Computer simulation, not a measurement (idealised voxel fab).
The name of this process module is voxel gate over fins.
Cross-section cut spans 280 nm and uses square cells 5 nm in size.
We lay out every cross-section as a grid of square cells and spell it out in bands from the top down, where one band means one or more rows of cells. Top, bottom (nm), then materials left to right with widths (nm); lone material tagged "everywhere" fills the whole band edge to edge; "empty" = empty space. A quick word on heights: they are counted from 0, and under that level the wafer as it came to us is one material throughout. The lowest band is different from the rest in having no bottom; it simply continues downward, written as in "0 and below". The width entry "30..40" should be interpreted row by row: the top row of cells in the band takes the first number, the bottom row takes the second number, and the change between adjacent rows is uniform throughout. The designation "no modification", where it is given for a processing step, indicates that no cell of the cross-section was altered in the course of that step. Closed-off voids of 8+ cells (no open route to the top) go in "Closed void register", written width x height at distance from the left edge, in nm. Anything after a step's settings on that line? It's the simulator's own note about the step. Regarding "overlay nm": on a step with a mask, it is the distance the mask lay to the right of its planned place; a negative value places it to the left.
List of planned process steps
1 RECEIVE: material Si
2 CONFORMAL_DEP: material SiN, thk nm 10
3 DIRECTIONAL_DEP: material aC, thk nm 15
4 PATTERN: tone cover, mask id FINS, material resist, width nm 15, pitch nm 50, thk nm 30, overlay nm 0
5 DIRECTIONAL_ETCH: etch materials aC, depth nm 15
6 STRIP: etch materials resist
7 DIRECTIONAL_ETCH: etch materials SiN, depth nm 10
8 DIRECTIONAL_ETCH: etch materials Si, depth nm 30
9 STRIP: etch materials aC
10 OXIDIZE: depth nm 5
11 FILL_DEP: material SiO2, thk nm 15
12 CMP: height nm 10
13 MASKED_ETCH: tone open, mask id RAIL, width nm 15, etch materials SiO2, depth nm 35, overlay nm 0
14 CONFORMAL_DEP: material TiN, thk nm 5
15 FILL_DEP: material W, thk nm 5
16 CMP: height nm 10
17 SELECTIVE_ETCH: etch materials W Ru TiN, depth nm 25
18 FILL_DEP: material SiO2, thk nm 5
19 CMP: height nm 10
20 SELECTIVE_ETCH: etch materials SiO2, depth nm 20
21 STRIP: etch materials SiN
22 CONFORMAL_DEP: material HfO2, thk nm 5
23 CONFORMAL_DEP: material TiN, thk nm 5
24 FILL_DEP: material W, thk nm 15
25 CMP: height nm 20
26 CONFORMAL_DEP: material SiN, thk nm 5
As received, after step 1
  0 and below: Si everywhere
  Closed void register: none
Cross-section at module end, one run error; start and plan unchanged from above
  25 down to 20: SiN everywhere
  20 down to 15: W (45) / TiN (35) / W (15) / TiN (35) / W (15) / TiN (35) / W (15) / TiN (35) / W (50)
  15 down to 10: W (45) / TiN (5) / HfO2 (25) / TiN (5) / W (15) / TiN (5) / HfO2 (25) / TiN (5) / W (15) / TiN (5) / HfO2 (25) / TiN (5) / W (15) / TiN (5) / HfO2 (25) / TiN (5) / W (50)
  10 down to 0: W (45) / TiN (5) / HfO2 (5) / SiN (15) / HfO2 (5) / TiN (5) / W (15) / TiN (5) / HfO2 (5) / SiN (15) / HfO2 (5) / TiN (5) / W (15) / TiN (5) / HfO2 (5) / SiN (15) / HfO2 (5) / TiN (5) / W (15) / TiN (5) / HfO2 (5) / SiN (15) / HfO2 (5) / TiN (5) / W (50)
  0 down to -10: W (45) / TiN (5..10) / HfO2 (10..5) / Si (5) / HfO2 (10..5) / TiN (5..10) / W (15) / TiN (5..10) / HfO2 (10..5) / Si (5) / HfO2 (10..5) / TiN (5..10) / W (15) / TiN (5..10) / HfO2 (10..5) / Si (5) / HfO2 (10..5) / TiN (5..10) / W (15) / TiN (5..10) / HfO2 (10..5) / Si (5) / HfO2 (10..5) / TiN (5..10) / W (50)
  -10 down to -25: W (50) / TiN (5) / HfO2 (5) / Si (5) / HfO2 (5) / TiN (5) / W (25) / TiN (5) / HfO2 (5) / Si (5) / HfO2 (5) / TiN (5) / W (25) / TiN (5) / HfO2 (5) / Si (5) / HfO2 (5) / TiN (5) / W (25) / TiN (5) / HfO2 (5) / Si (5) / HfO2 (5) / TiN (5) / W (55)
  -25 down to -30: TiN (55) / HfO2 (5) / Si (5) / HfO2 (5) / TiN (35) / HfO2 (5) / Si (5) / HfO2 (5) / TiN (35) / HfO2 (5) / Si (5) / HfO2 (5) / TiN (35) / HfO2 (5) / Si (5) / HfO2 (5) / TiN (60)
  -30 down to -35: HfO2 (60) / Si (5) / HfO2 (45) / Si (5) / HfO2 (45) / Si (5) / HfO2 (45) / Si (5) / HfO2 (65)
  -35 and below: Si everywhere
  Closed void register: none
Heads up, the wafer didn't run the way we planned it: step 21 ran as: STRIP: etch materials SiO2
